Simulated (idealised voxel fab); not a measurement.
The following is a process module called voxel transistor to metal.
Cross-sectional view cut (width: 265 nm; square cell size: 5 nm).
If you're reading a cross-section in this doc, picture square cells in a grid; it comes to you as bands, top ones listed first down to the bottom, and a band can be one or more rows of cells. A band entry consists of two parts. The first gives the height of the band's top and the height of its bottom, in nm. The rest lists the band's materials from left to right, each with its width in nm. A single material labelled with the word "throughout" fills the band from edge to edge, and the word "air" marks empty space. We count height from 0. Below that, the starting wafer is all one material. The lowest band never ends at the bottom but goes on down; see "0 nm and below" for how that is written. The width entry "30 to 40" should be interpreted row by row: the top row of cells in the band takes the first number, the bottom row takes the second number, and the change between adjacent rows is uniform throughout. Key: "nothing was modified" - step with no changed cell in the cross-section. "Enclosed void list" lists enclosed empty spaces (at least 8 cells, no open path upward to the top), each as width x height at distance from the left edge, in nm. On a step's line, text after the settings is the simulator commenting on that step. The setting "overlay nm" may be written on the line of a step. When the step uses a mask, the value reports how far to the right of the planned place the mask lay, and a negative value reports that it lay to the left.

Steps in the process plan
1 RECEIVE | material Si
2 CONFORMAL_DEP | material SiO2 | thk nm 5
3 CONFORMAL_DEP | material SiN | thk nm 15
4 PATTERN | tone cover | mask id ACTIVE | material resist | width nm 100 | pitch nm 125 | thk nm 15 | overlay nm 0
5 DIRECTIONAL_ETCH | etch materials SiN | depth nm 15
6 DIRECTIONAL_ETCH | etch materials SiO2 | depth nm 5
7 DIRECTIONAL_ETCH | etch materials Si | depth nm 30
8 STRIP | etch materials resist
9 OXIDIZE | depth nm 5
10 FILL_DEP | material SiO2 | thk nm 15
11 CMP | height nm 20
12 SELECTIVE_ETCH | etch materials SiO2 | depth nm 5
13 STRIP | etch materials SiN
14 SELECTIVE_ETCH | etch materials SiO2 | depth nm 5
15 OXIDIZE | depth nm 5
16 DIRECTIONAL_DEP | material polySi | thk nm 20
17 DIRECTIONAL_DEP | material SiCN | thk nm 10
18 DIRECTIONAL_DEP | material aC | thk nm 10
19 PATTERN | tone cover | mask id GATE | material resist | width nm 20 | pitch nm 125 | thk nm 30 | overlay nm 0
20 DIRECTIONAL_ETCH | etch materials aC | depth nm 10
21 STRIP | etch materials resist
22 DIRECTIONAL_ETCH | etch materials SiCN | depth nm 20
23 DIRECTIONAL_ETCH | etch materials polySi | depth nm 30
24 STRIP | etch materials aC
25 CONFORMAL_DEP | material SiO2 | thk nm 5
26 DIRECTIONAL_ETCH | etch materials SiO2 | depth nm 5
27 CONFORMAL_DEP | material SiN | thk nm 10
28 DIRECTIONAL_ETCH | etch materials SiN | depth nm 10
29 DIRECTIONAL_ETCH | etch materials SiO2 | depth nm 5
30 DIRECTIONAL_ETCH | etch materials Si | depth nm 5
31 EPI | material pSi | thk nm 10
32 FILL_DEP | material SiO2 | thk nm 10
33 CMP | height nm 30
34 DIRECTIONAL_DEP | material SiO2 | thk nm 10
35 PATTERN | tone open | mask id CONTACT | material resist | width nm 30 | thk nm 20 | overlay nm 0
36 DIRECTIONAL_ETCH | etch materials SiO2 | depth nm 35
37 STRIP | etch materials resist
38 CONFORMAL_DEP | material TiN | thk nm 5
39 FILL_DEP | material W | thk nm 5
40 CMP | height nm 40
41 DIRECTIONAL_DEP | material TiN | thk nm 5
42 DIRECTIONAL_DEP | material W | thk nm 15
43 MASKED_ETCH | tone cover | mask id METAL_1 | width nm 15 | etch materials W | depth nm 15 | overlay nm 0
44 MASKED_ETCH | tone cover | mask id METAL_1 | width nm 15 | etch materials TiN | depth nm 5 | overlay nm 0
45 CONFORMAL_DEP | material SiCN | thk nm 5
46 FILL_DEP | material SiO2 | thk nm 10
47 CMP | height nm 60
48 CONFORMAL_DEP | material SiCN | thk nm 5
49 DIRECTIONAL_DEP | material SiO2 | thk nm 35
50 MASKED_ETCH | tone open | mask id METAL_2 | width nm 15 | pitch nm 125 | etch materials SiO2 | depth nm 20 | overlay nm 0
51 PATTERN | tone open | mask id METAL_2_HOLES | material resist | width nm 15 | pitch nm 125 | thk nm 20 | overlay nm 0
52 DIRECTIONAL_ETCH | etch materials SiO2 | depth nm 15
53 DIRECTIONAL_ETCH | etch materials SiCN | depth nm 5
54 STRIP | etch materials resist
55 CONFORMAL_DEP | material TiN | thk nm 5
56 FILL_DEP | material Cu | thk nm 5
57 CMP | height nm 100
58 CONFORMAL_DEP | material SiN | thk nm 5

First wafer, two in total, run as planned

Cross-sectional view of the wafer in its as-received condition, corresponding to the state after step 1
> 0 nm and below: Si throughout
> Enclosed void list: none

Cross-section: wafer state after step 2
> 5 nm to 0 nm: SiO2 throughout
> Lower than 0, everything is as it was.

Cross-section: wafer state after step 3
> 20 nm to 5 nm: SiN throughout
> Lower than 5, everything is as it was.

Cross-section: wafer state after step 4
> 35 nm to 20 nm: air 20 / resist 100 / air 25 / resist 100 / air 20
> Lower than 20, everything is as it was.

Cross-section: wafer state after step 5
> 35 nm to 20 nm: air 20 / resist 100 / air 25 / resist 100 / air 20
> 20 nm to 5 nm: air 20 / SiN 100 / air 25 / SiN 100 / air 20
> Lower than 5, everything is as it was.

Cross-section: wafer state after step 6
> 35 nm to 20 nm: air 20 / resist 100 / air 25 / resist 100 / air 20
> 20 nm to 5 nm: air 20 / SiN 100 / air 25 / SiN 100 / air 20
> 5 nm to 0 nm: air 20 / SiO2 100 / air 25 / SiO2 100 / air 20
> Lower than 0, everything is as it was.

Cross-section: wafer state after step 7
> 35 nm to 20 nm: air 20 / resist 100 / air 25 / resist 100 / air 20
> 20 nm to 5 nm: air 20 / SiN 100 / air 25 / SiN 100 / air 20
> 5 nm to 0 nm: air 20 / SiO2 100 / air 25 / SiO2 100 / air 20
> 0 nm to -30 nm: air 20 / Si 100 / air 25 / Si 100 / air 20
> Lower than -30, everything is as it was.

Cross-section: wafer state after step 8
> 20 nm to 5 nm: air 20 / SiN 100 / air 25 / SiN 100 / air 20
> Lower than 5, everything is as it was.

Cross-section: wafer state after step 9
> 20 nm to 5 nm: air 20 / SiN 100 / air 25 / SiN 100 / air 20
> 5 nm to 0 nm: air 20 / SiO2 100 / air 25 / SiO2 100 / air 20
> 0 nm to -30 nm: air 20 / SiO2 5 / Si 90 / SiO2 5 / air 25 / SiO2 5 / Si 90 / SiO2 5 / air 20
> -30 nm to -35 nm: SiO2 25 / Si 90 / SiO2 35 / Si 90 / SiO2 25
> Lower than -35, everything is as it was.

Cross-section: wafer state after step 10
> 35 nm to 20 nm: SiO2 throughout
> 20 nm to 5 nm: SiO2 20 / SiN 100 / SiO2 25 / SiN 100 / SiO2 20
> 5 nm to 0 nm: SiO2 throughout
> 0 nm to -35 nm: SiO2 25 / Si 90 / SiO2 35 / Si 90 / SiO2 25
> Lower than -35, everything is as it was.

Cross-section: wafer state after step 11
> 20 nm to 5 nm: SiO2 20 / SiN 100 / SiO2 25 / SiN 100 / SiO2 20
> Lower than 5, everything is as it was.

Cross-section: wafer state after step 12
> 20 nm to 15 nm: air 20 / SiN 100 / air 25 / SiN 100 / air 20
> Lower than 15, everything is as it was.

Cross-section: wafer state after step 13
> 15 nm to 5 nm: SiO2 20 / air 100 / SiO2 25 / air 100 / SiO2 20
> Lower than 5, everything is as it was.

Cross-section: wafer state after step 14
> 10 nm to 0 nm: SiO2 15 / air 110 / SiO2 15 / air 110 / SiO2 15
> Lower than 0, everything is as it was.

Cross-section: wafer state after step 15
> 10 nm to 0 nm: SiO2 15 / air 110 / SiO2 15 / air 110 / SiO2 15
> 0 nm to -5 nm: SiO2 throughout
> Lower than -5, everything is as it was.

Cross-section: wafer state after step 16
> 30 nm to 20 nm: polySi 15 / air 110 / polySi 15 / air 110 / polySi 15
> 20 nm to 10 nm: polySi throughout
> 10 nm to 0 nm: SiO2 15 / polySi 110 / SiO2 15 / polySi 110 / SiO2 15
> Lower than 0, everything is as it was.

Cross-section: wafer state after step 17
> 40 nm to 30 nm: SiCN 15 / air 110 / SiCN 15 / air 110 / SiCN 15
> 30 nm to 20 nm: polySi 15 / SiCN 110 / polySi 15 / SiCN 110 / polySi 15
> Lower than 20, everything is as it was.

Cross-section: wafer state after step 18
> 50 nm to 40 nm: aC 15 / air 110 / aC 15 / air 110 / aC 15
> 40 nm to 30 nm: SiCN 15 / aC 110 / SiCN 15 / aC 110 / SiCN 15
> Lower than 30, everything is as it was.

Cross-section: wafer state after step 19
> 80 nm to 50 nm: air 60 / resist 20 / air 105 / resist 20 / air 60
> 50 nm to 40 nm: aC 15 / air 45 / resist 20 / air 45 / aC 15 / air 45 / resist 20 / air 45 / aC 15
> Lower than 40, everything is as it was.

Cross-section: wafer state after step 20
> 70 nm to 40 nm: air 60 / resist 20 / air 105 / resist 20 / air 60
> 40 nm to 30 nm: SiCN 15 / air 45 / aC 20 / air 45 / SiCN 15 / air 45 / aC 20 / air 45 / SiCN 15
> Lower than 30, everything is as it was.

Cross-section: wafer state after step 21
> 40 nm to 30 nm: SiCN 15 / air 45 / aC 20 / air 45 / SiCN 15 / air 45 / aC 20 / air 45 / SiCN 15
> Lower than 30, everything is as it was.

Cross-section: wafer state after step 22
> 40 nm to 30 nm: air 60 / aC 20 / air 105 / aC 20 / air 60
> 30 nm to 20 nm: polySi 15 / air 45 / SiCN 20 / air 45 / polySi 15 / air 45 / SiCN 20 / air 45 / polySi 15
> Lower than 20, everything is as it was.

Cross-section: wafer state after step 23
> 40 nm to 30 nm: air 60 / aC 20 / air 105 / aC 20 / air 60
> 30 nm to 20 nm: air 60 / SiCN 20 / air 105 / SiCN 20 / air 60
> 20 nm to 10 nm: air 60 / polySi 20 / air 105 / polySi 20 / air 60
> 10 nm to 0 nm: SiO2 15 / air 45 / polySi 20 / air 45 / SiO2 15 / air 45 / polySi 20 / air 45 / SiO2 15
> Lower than 0, everything is as it was.

Cross-section: wafer state after step 24
> 30 nm to 20 nm: air 60 / SiCN 20 / air 105 / SiCN 20 / air 60
> Lower than 20, everything is as it was.

Cross-section: wafer state after step 25
> 35 nm to 30 nm: air 55 / SiO2 30 / air 95 / SiO2 30 / air 55
> 30 nm to 20 nm: air 55 / SiO2 5 / SiCN 20 / SiO2 5 / air 95 / SiO2 5 / SiCN 20 / SiO2 5 / air 55
> 20 nm to 15 nm: air 55 / SiO2 5 / polySi 20 / SiO2 5 / air 95 / SiO2 5 / polySi 20 / SiO2 5 / air 55
> 15 nm to 5 nm: SiO2 20 / air 35 / SiO2 5 / polySi 20 / SiO2 5 / air 35 / SiO2 25 / air 35 / SiO2 5 / polySi 20 / SiO2 5 / air 35 / SiO2 20
> 5 nm to 0 nm: SiO2 60 / polySi 20 / SiO2 105 / polySi 20 / SiO2 60
> Lower than 0, everything is as it was.

Cross-section: wafer state after step 26
> 30 nm to 20 nm: air 55 / SiO2 5 / SiCN 20 / SiO2 5 / air 95 / SiO2 5 / SiCN 20 / SiO2 5 / air 55
> 20 nm to 10 nm: air 55 / SiO2 5 / polySi 20 / SiO2 5 / air 95 / SiO2 5 / polySi 20 / SiO2 5 / air 55
> 10 nm to 0 nm: SiO2 20 / air 35 / SiO2 5 / polySi 20 / SiO2 5 / air 35 / SiO2 25 / air 35 / SiO2 5 / polySi 20 / SiO2 5 / air 35 / SiO2 20
> Lower than 0, everything is as it was.

Cross-section: wafer state after step 27
> 40 nm to 30 nm: air 45 / SiN 50 / air 75 / SiN 50 / air 45
> 30 nm to 20 nm: air 45 / SiN 10 / SiO2 5 / SiCN 20 / SiO2 5 / SiN 10 / air 75 / SiN 10 / SiO2 5 / SiCN 20 / SiO2 5 / SiN 10 / air 45
> 20 nm to 10 nm: SiN 30 / air 15 / SiN 10 / SiO2 5 / polySi 20 / SiO2 5 / SiN 10 / air 15 / SiN 45 / air 15 / SiN 10 / SiO2 5 / polySi 20 / SiO2 5 / SiN 10 / air 15 / SiN 30
> 10 nm to 0 nm: SiO2 20 / SiN 35 / SiO2 5 / polySi 20 / SiO2 5 / SiN 35 / SiO2 25 / SiN 35 / SiO2 5 / polySi 20 / SiO2 5 / SiN 35 / SiO2 20
> Lower than 0, everything is as it was.

Cross-section: wafer state after step 28
> 30 nm to 20 nm: air 45 / SiN 10 / SiO2 5 / SiCN 20 / SiO2 5 / SiN 10 / air 75 / SiN 10 / SiO2 5 / SiCN 20 / SiO2 5 / SiN 10 / air 45
> 20 nm to 10 nm: air 45 / SiN 10 / SiO2 5 / polySi 20 / SiO2 5 / SiN 10 / air 75 / SiN 10 / SiO2 5 / polySi 20 / SiO2 5 / SiN 10 / air 45
> 10 nm to 0 nm: SiO2 20 / SiN 10 / air 15 / SiN 10 / SiO2 5 / polySi 20 / SiO2 5 / SiN 10 / air 15 / SiN 10 / SiO2 25 / SiN 10 / air 15 / SiN 10 / SiO2 5 / polySi 20 / SiO2 5 / SiN 10 / air 15 / SiN 10 / SiO2 20
> Lower than 0, everything is as it was.

Cross-section: wafer state after step 29
> 30 nm to 25 nm: air 45 / SiN 10 / air 5 / SiCN 20 / air 5 / SiN 10 / air 75 / SiN 10 / air 5 / SiCN 20 / air 5 / SiN 10 / air 45
> 25 nm to 20 nm: air 45 / SiN 10 / SiO2 5 / SiCN 20 / SiO2 5 / SiN 10 / air 75 / SiN 10 / SiO2 5 / SiCN 20 / SiO2 5 / SiN 10 / air 45
> 20 nm to 10 nm: air 45 / SiN 10 / SiO2 5 / polySi 20 / SiO2 5 / SiN 10 / air 75 / SiN 10 / SiO2 5 / polySi 20 / SiO2 5 / SiN 10 / air 45
> 10 nm to 5 nm: air 20 / SiN 10 / air 15 / SiN 10 / SiO2 5 / polySi 20 / SiO2 5 / SiN 10 / air 15 / SiN 10 / air 25 / SiN 10 / air 15 / SiN 10 / SiO2 5 / polySi 20 / SiO2 5 / SiN 10 / air 15 / SiN 10 / air 20
> 5 nm to 0 nm: SiO2 20 / SiN 10 / air 15 / SiN 10 / SiO2 5 / polySi 20 / SiO2 5 / SiN 10 / air 15 / SiN 10 / SiO2 25 / SiN 10 / air 15 / SiN 10 / SiO2 5 / polySi 20 / SiO2 5 / SiN 10 / air 15 / SiN 10 / SiO2 20
> 0 nm to -5 nm: SiO2 30 / air 15 / SiO2 50 / air 15 / SiO2 45 / air 15 / SiO2 50 / air 15 / SiO2 30
> Lower than -5, everything is as it was.

Cross-section: wafer state after step 30
> 30 nm to 25 nm: air 45 / SiN 10 / air 5 / SiCN 20 / air 5 / SiN 10 / air 75 / SiN 10 / air 5 / SiCN 20 / air 5 / SiN 10 / air 45
> 25 nm to 20 nm: air 45 / SiN 10 / SiO2 5 / SiCN 20 / SiO2 5 / SiN 10 / air 75 / SiN 10 / SiO2 5 / SiCN 20 / SiO2 5 / SiN 10 / air 45
> 20 nm to 10 nm: air 45 / SiN 10 / SiO2 5 / polySi 20 / SiO2 5 / SiN 10 / air 75 / SiN 10 / SiO2 5 / polySi 20 / SiO2 5 / SiN 10 / air 45
> 10 nm to 5 nm: air 20 / SiN 10 / air 15 / SiN 10 / SiO2 5 / polySi 20 / SiO2 5 / SiN 10 / air 15 / SiN 10 / air 25 / SiN 10 / air 15 / SiN 10 / SiO2 5 / polySi 20 / SiO2 5 / SiN 10 / air 15 / SiN 10 / air 20
> 5 nm to 0 nm: SiO2 20 / SiN 10 / air 15 / SiN 10 / SiO2 5 / polySi 20 / SiO2 5 / SiN 10 / air 15 / SiN 10 / SiO2 25 / SiN 10 / air 15 / SiN 10 / SiO2 5 / polySi 20 / SiO2 5 / SiN 10 / air 15 / SiN 10 / SiO2 20
> 0 nm to -5 nm: SiO2 30 / air 15 / SiO2 50 / air 15 / SiO2 45 / air 15 / SiO2 50 / air 15 / SiO2 30
> -5 nm to -10 nm: SiO2 25 / Si 5 / air 15 / Si 50 / air 15 / Si 5 / SiO2 35 / Si 5 / air 15 / Si 50 / air 15 / Si 5 / SiO2 25
> Lower than -10, everything is as it was.

Cross-section: wafer state after step 31
> 30 nm to 25 nm: air 45 / SiN 10 / air 5 / SiCN 20 / air 5 / SiN 10 / air 75 / SiN 10 / air 5 / SiCN 20 / air 5 / SiN 10 / air 45
> 25 nm to 20 nm: air 45 / SiN 10 / SiO2 5 / SiCN 20 / SiO2 5 / SiN 10 / air 75 / SiN 10 / SiO2 5 / SiCN 20 / SiO2 5 / SiN 10 / air 45
> 20 nm to 10 nm: air 45 / SiN 10 / SiO2 5 / polySi 20 / SiO2 5 / SiN 10 / air 75 / SiN 10 / SiO2 5 / polySi 20 / SiO2 5 / SiN 10 / air 45
> 10 nm to 5 nm: air 20 / SiN 10 / air 15 / SiN 10 / SiO2 5 / polySi 20 / SiO2 5 / SiN 10 / air 15 / SiN 10 / air 25 / SiN 10 / air 15 / SiN 10 / SiO2 5 / polySi 20 / SiO2 5 / SiN 10 / air 15 / SiN 10 / air 20
> 5 nm to 0 nm: SiO2 20 / SiN 10 / pSi 15 / SiN 10 / SiO2 5 / polySi 20 / SiO2 5 / SiN 10 / pSi 15 / SiN 10 / SiO2 25 / SiN 10 / pSi 15 / SiN 10 / SiO2 5 / polySi 20 / SiO2 5 / SiN 10 / pSi 15 / SiN 10 / SiO2 20
> 0 nm to -5 nm: SiO2 30 / pSi 15 / SiO2 50 / pSi 15 / SiO2 45 / pSi 15 / SiO2 50 / pSi 15 / SiO2 30
> -5 nm to -10 nm: SiO2 25 / Si 5 / pSi 15 / Si 50 / pSi 15 / Si 5 / SiO2 35 / Si 5 / pSi 15 / Si 50 / pSi 15 / Si 5 / SiO2 25
> Lower than -10, everything is as it was.

Cross-section: wafer state after step 32
> 40 nm to 30 nm: SiO2 throughout
> 30 nm to 20 nm: SiO2 45 / SiN 10 / SiO2 5 / SiCN 20 / SiO2 5 / SiN 10 / SiO2 75 / SiN 10 / SiO2 5 / SiCN 20 / SiO2 5 / SiN 10 / SiO2 45
> 20 nm to 10 nm: SiO2 45 / SiN 10 / SiO2 5 / polySi 20 / SiO2 5 / SiN 10 / SiO2 75 / SiN 10 / SiO2 5 / polySi 20 / SiO2 5 / SiN 10 / SiO2 45
> 10 nm to 5 nm: SiO2 20 / SiN 10 / SiO2 15 / SiN 10 / SiO2 5 / polySi 20 / SiO2 5 / SiN 10 / SiO2 15 / SiN 10 / SiO2 25 / SiN 10 / SiO2 15 / SiN 10 / SiO2 5 / polySi 20 / SiO2 5 / SiN 10 / SiO2 15 / SiN 10 / SiO2 20
> Lower than 5, everything is as it was.

Cross-section: wafer state after step 33
> 30 nm to 20 nm: SiO2 45 / SiN 10 / SiO2 5 / SiCN 20 / SiO2 5 / SiN 10 / SiO2 75 / SiN 10 / SiO2 5 / SiCN 20 / SiO2 5 / SiN 10 / SiO2 45
> Lower than 20, everything is as it was.

Cross-section: wafer state after step 34
> 40 nm to 30 nm: SiO2 throughout
> Lower than 30, everything is as it was.

Cross-section: wafer state after step 35
> 60 nm to 40 nm: resist 25 / air 30 / resist 30 / air 30 / resist 35 / air 30 / resist 30 / air 30 / resist 25
> Lower than 40, everything is as it was.

Cross-section: wafer state after step 36
> 60 nm to 40 nm: resist 25 / air 30 / resist 30 / air 30 / resist 35 / air 30 / resist 30 / air 30 / resist 25
> 40 nm to 30 nm: SiO2 25 / air 30 / SiO2 30 / air 30 / SiO2 35 / air 30 / SiO2 30 / air 30 / SiO2 25
> 30 nm to 20 nm: SiO2 25 / air 20 / SiN 10 / SiO2 5 / SiCN 20 / SiO2 5 / SiN 10 / air 20 / SiO2 35 / air 20 / SiN 10 / SiO2 5 / SiCN 20 / SiO2 5 / SiN 10 / air 20 / SiO2 25
> 20 nm to 10 nm: SiO2 25 / air 20 / SiN 10 / SiO2 5 / polySi 20 / SiO2 5 / SiN 10 / air 20 / SiO2 35 / air 20 / SiN 10 / SiO2 5 / polySi 20 / SiO2 5 / SiN 10 / air 20 / SiO2 25
> 10 nm to 5 nm: SiO2 20 / SiN 10 / air 15 / SiN 10 / SiO2 5 / polySi 20 / SiO2 5 / SiN 10 / air 15 / SiN 10 / SiO2 25 / SiN 10 / air 15 / SiN 10 / SiO2 5 / polySi 20 / SiO2 5 / SiN 10 / air 15 / SiN 10 / SiO2 20
> Lower than 5, everything is as it was.

Cross-section: wafer state after step 37
> 40 nm to 30 nm: SiO2 25 / air 30 / SiO2 30 / air 30 / SiO2 35 / air 30 / SiO2 30 / air 30 / SiO2 25
> Lower than 30, everything is as it was.

Cross-section: wafer state after step 38
> 45 nm to 40 nm: TiN 30 / air 20 / TiN 40 / air 20 / TiN 45 / air 20 / TiN 40 / air 20 / TiN 30
> 40 nm to 30 nm: SiO2 25 / TiN 5 / air 20 to 10 / TiN 5 to 15 / SiO2 30 / TiN 5 to 15 / air 20 to 10 / TiN 5 / SiO2 35 / TiN 5 / air 20 to 10 / TiN 5 to 15 / SiO2 30 / TiN 5 to 15 / air 20 to 10 / TiN 5 / SiO2 25
> 30 nm to 20 nm: SiO2 25 / TiN 5 / air 10 / TiN 5 / SiN 10 / SiO2 5 / SiCN 20 / SiO2 5 / SiN 10 / TiN 5 / air 10 / TiN 5 / SiO2 35 / TiN 5 / air 10 / TiN 5 / SiN 10 / SiO2 5 / SiCN 20 / SiO2 5 / SiN 10 / TiN 5 / air 10 / TiN 5 / SiO2 25
> 20 nm to 10 nm: SiO2 25 / TiN 5 to 10 / air 10 to 5 / TiN 5 / SiN 10 / SiO2 5 / polySi 20 / SiO2 5 / SiN 10 / TiN 5 / air 10 to 5 / TiN 5 to 10 / SiO2 35 / TiN 5 to 10 / air 10 to 5 / TiN 5 / SiN 10 / SiO2 5 / polySi 20 / SiO2 5 / SiN 10 / TiN 5 / air 10 to 5 / TiN 5 to 10 / SiO2 25
> 10 nm to 5 nm: SiO2 20 / SiN 10 / TiN 15 / SiN 10 / SiO2 5 / polySi 20 / SiO2 5 / SiN 10 / TiN 15 / SiN 10 / SiO2 25 / SiN 10 / TiN 15 / SiN 10 / SiO2 5 / polySi 20 / SiO2 5 / SiN 10 / TiN 15 / SiN 10 / SiO2 20
> Lower than 5, everything is as it was.

Cross-section: wafer state after step 39
> 50 nm to 45 nm: W throughout
> 45 nm to 40 nm: TiN 30 / W 20 / TiN 40 / W 20 / TiN 45 / W 20 / TiN 40 / W 20 / TiN 30
> 40 nm to 30 nm: SiO2 25 / TiN 5 / W 20 to 10 / TiN 5 to 15 / SiO2 30 / TiN 5 to 15 / W 20 to 10 / TiN 5 / SiO2 35 / TiN 5 / W 20 to 10 / TiN 5 to 15 / SiO2 30 / TiN 5 to 15 / W 20 to 10 / TiN 5 / SiO2 25
> 30 nm to 20 nm: SiO2 25 / TiN 5 / W 10 / TiN 5 / SiN 10 / SiO2 5 / SiCN 20 / SiO2 5 / SiN 10 / TiN 5 / W 10 / TiN 5 / SiO2 35 / TiN 5 / W 10 / TiN 5 / SiN 10 / SiO2 5 / SiCN 20 / SiO2 5 / SiN 10 / TiN 5 / W 10 / TiN 5 / SiO2 25
> 20 nm to 10 nm: SiO2 25 / TiN 5 to 10 / W 10 to 5 / TiN 5 / SiN 10 / SiO2 5 / polySi 20 / SiO2 5 / SiN 10 / TiN 5 / W 10 to 5 / TiN 5 to 10 / SiO2 35 / TiN 5 to 10 / W 10 to 5 / TiN 5 / SiN 10 / SiO2 5 / polySi 20 / SiO2 5 / SiN 10 / TiN 5 / W 10 to 5 / TiN 5 to 10 / SiO2 25
> Lower than 10, everything is as it was.

Cross-section: wafer state after step 40
> 40 nm to 30 nm: SiO2 25 / TiN 5 / W 20 to 10 / TiN 5 to 15 / SiO2 30 / TiN 5 to 15 / W 20 to 10 / TiN 5 / SiO2 35 / TiN 5 / W 20 to 10 / TiN 5 to 15 / SiO2 30 / TiN 5 to 15 / W 20 to 10 / TiN 5 / SiO2 25
> Lower than 30, everything is as it was.

Cross-section: wafer state after step 41
> 45 nm to 40 nm: TiN throughout
> Lower than 40, everything is as it was.

Cross-section: wafer state after step 42
> 60 nm to 45 nm: W throughout
> Lower than 45, everything is as it was.

Cross-section: wafer state after step 43
> 60 nm to 45 nm: air 25 / W 15 / air 60 / W 15 / air 35 / W 15 / air 60 / W 15 / air 25
> Lower than 45, everything is as it was.

Cross-section: wafer state after step 44
> 60 nm to 45 nm: air 25 / W 15 / air 60 / W 15 / air 35 / W 15 / air 60 / W 15 / air 25
> 45 nm to 40 nm: air 25 / TiN 15 / air 60 / TiN 15 / air 35 / TiN 15 / air 60 / TiN 15 / air 25
> Lower than 40, everything is as it was.

Cross-section: wafer state after step 45
> 65 nm to 60 nm: air 20 / SiCN 25 / air 50 / SiCN 25 / air 25 / SiCN 25 / air 50 / SiCN 25 / air 20
> 60 nm to 45 nm: air 20 / SiCN 5 / W 15 / SiCN 5 / air 50 / SiCN 5 / W 15 / SiCN 5 / air 25 / SiCN 5 / W 15 / SiCN 5 / air 50 / SiCN 5 / W 15 / SiCN 5 / air 20
> 45 nm to 40 nm: SiCN 25 / TiN 15 / SiCN 60 / TiN 15 / SiCN 35 / TiN 15 / SiCN 60 / TiN 15 / SiCN 25
> Lower than 40, everything is as it was.

Cross-section: wafer state after step 46
> 75 nm to 65 nm: SiO2 throughout
> 65 nm to 60 nm: SiO2 20 / SiCN 25 / SiO2 50 / SiCN 25 / SiO2 25 / SiCN 25 / SiO2 50 / SiCN 25 / SiO2 20
> 60 nm to 45 nm: SiO2 20 / SiCN 5 / W 15 / SiCN 5 / SiO2 50 / SiCN 5 / W 15 / SiCN 5 / SiO2 25 / SiCN 5 / W 15 / SiCN 5 / SiO2 50 / SiCN 5 / W 15 / SiCN 5 / SiO2 20
> Lower than 45, everything is as it was.

Cross-section: wafer state after step 47
> 60 nm to 45 nm: SiO2 20 / SiCN 5 / W 15 / SiCN 5 / SiO2 50 / SiCN 5 / W 15 / SiCN 5 / SiO2 25 / SiCN 5 / W 15 / SiCN 5 / SiO2 50 / SiCN 5 / W 15 / SiCN 5 / SiO2 20
> Lower than 45, everything is as it was.

Cross-section: wafer state after step 48
> 65 nm to 60 nm: SiCN throughout
> Lower than 60, everything is as it was.

Cross-section: wafer state after step 49
> 100 nm to 65 nm: SiO2 throughout
> Lower than 65, everything is as it was.

Cross-section: wafer state after step 50
> 100 nm to 80 nm: SiO2 25 / air 15 / SiO2 110 / air 15 / SiO2 100
> Lower than 80, everything is as it was.

Cross-section: wafer state after step 51
> 120 nm to 100 nm: resist 25 / air 15 / resist 110 / air 15 / resist 100
> Lower than 100, everything is as it was.

Cross-section: wafer state after step 52
> 120 nm to 100 nm: resist 25 / air 15 / resist 110 / air 15 / resist 100
> 100 nm to 65 nm: SiO2 25 / air 15 / SiO2 110 / air 15 / SiO2 100
> Lower than 65, everything is as it was.

Cross-section: wafer state after step 53
> 120 nm to 100 nm: resist 25 / air 15 / resist 110 / air 15 / resist 100
> 100 nm to 65 nm: SiO2 25 / air 15 / SiO2 110 / air 15 / SiO2 100
> 65 nm to 60 nm: SiCN 25 / air 15 / SiCN 110 / air 15 / SiCN 100
> Lower than 60, everything is as it was.

Cross-section: wafer state after step 54
> 100 nm to 65 nm: SiO2 25 / air 15 / SiO2 110 / air 15 / SiO2 100
> Lower than 65, everything is as it was.

Cross-section: wafer state after step 55
> 105 nm to 100 nm: TiN 30 / air 5 / TiN 120 / air 5 / TiN 105
> 100 nm to 65 nm: SiO2 25 / TiN 5 / air 5 / TiN 5 / SiO2 110 / TiN 5 / air 5 / TiN 5 / SiO2 100
> 65 nm to 60 nm: SiCN 25 / TiN 15 / SiCN 110 / TiN 15 / SiCN 100
> Lower than 60, everything is as it was.

Cross-section: wafer state after step 56
> 110 nm to 105 nm: Cu throughout
> 105 nm to 100 nm: TiN 30 / Cu 5 / TiN 120 / Cu 5 / TiN 105
> 100 nm to 65 nm: SiO2 25 / TiN 5 / Cu 5 / TiN 5 / SiO2 110 / TiN 5 / Cu 5 / TiN 5 / SiO2 100
> Lower than 65, everything is as it was.

Cross-section: wafer state after step 57
> 100 nm to 65 nm: SiO2 25 / TiN 5 / Cu 5 / TiN 5 / SiO2 110 / TiN 5 / Cu 5 / TiN 5 / SiO2 100
> Lower than 65, everything is as it was.

Cross-section: wafer state after step 58
> 105 nm to 100 nm: SiN throughout
> Lower than 100, everything is as it was.

Okay, second wafer. Nothing different at the start, nothing different in the plan, just one mistake somewhere in the running. As far as step 48, counting that step, it's the first wafer all over again

At the planned end of step 49, the second wafer in cross-section
> 135 nm to 65 nm: SiO2 throughout
> Lower than 65, everything is as it was.

At the planned end of step 50, the second wafer in cross-section
> 135 nm to 115 nm: SiO2 25 / air 15 / SiO2 110 / air 15 / SiO2 100
> Lower than 115, everything is as it was.

At the planned end of step 51, the second wafer in cross-section
> 155 nm to 135 nm: resist 25 / air 15 / resist 110 / air 15 / resist 100
> Lower than 135, everything is as it was.

At the planned end of step 52, the second wafer in cross-section
> 155 nm to 135 nm: resist 25 / air 15 / resist 110 / air 15 / resist 100
> 135 nm to 100 nm: SiO2 25 / air 15 / SiO2 110 / air 15 / SiO2 100
> Lower than 100, everything is as it was.

At the planned end of step 53, the second wafer in cross-section: nothing was modified

At the planned end of step 54, the second wafer in cross-section
> 135 nm to 100 nm: SiO2 25 / air 15 / SiO2 110 / air 15 / SiO2 100
> Lower than 100, everything is as it was.

At the planned end of step 55, the second wafer in cross-section
> 140 nm to 135 nm: TiN 30 / air 5 / TiN 120 / air 5 / TiN 105
> 135 nm to 105 nm: SiO2 25 / TiN 5 / air 5 / TiN 5 / SiO2 110 / TiN 5 / air 5 / TiN 5 / SiO2 100
> 105 nm to 100 nm: SiO2 25 / TiN 15 / SiO2 110 / TiN 15 / SiO2 100
> Lower than 100, everything is as it was.

At the planned end of step 56, the second wafer in cross-section
> 145 nm to 140 nm: Cu throughout
> 140 nm to 135 nm: TiN 30 / Cu 5 / TiN 120 / Cu 5 / TiN 105
> 135 nm to 105 nm: SiO2 25 / TiN 5 / Cu 5 / TiN 5 / SiO2 110 / TiN 5 / Cu 5 / TiN 5 / SiO2 100
> Lower than 105, everything is as it was.

At the planned end of step 57, the second wafer in cross-section
> 100 nm to 65 nm: SiO2 throughout
> Lower than 65, everything is as it was.

At the planned end of step 58, the second wafer in cross-section
> 105 nm to 100 nm: SiN throughout
> Lower than 100, everything is as it was.
In executing the process, a mistake was made relative to the plan: execution of plan step 49 occurred twice
End of process, cell counts, second wafer against first, materials with more or fewer: -14 Cu, +6 SiCN, +42 SiO2, -34 TiN
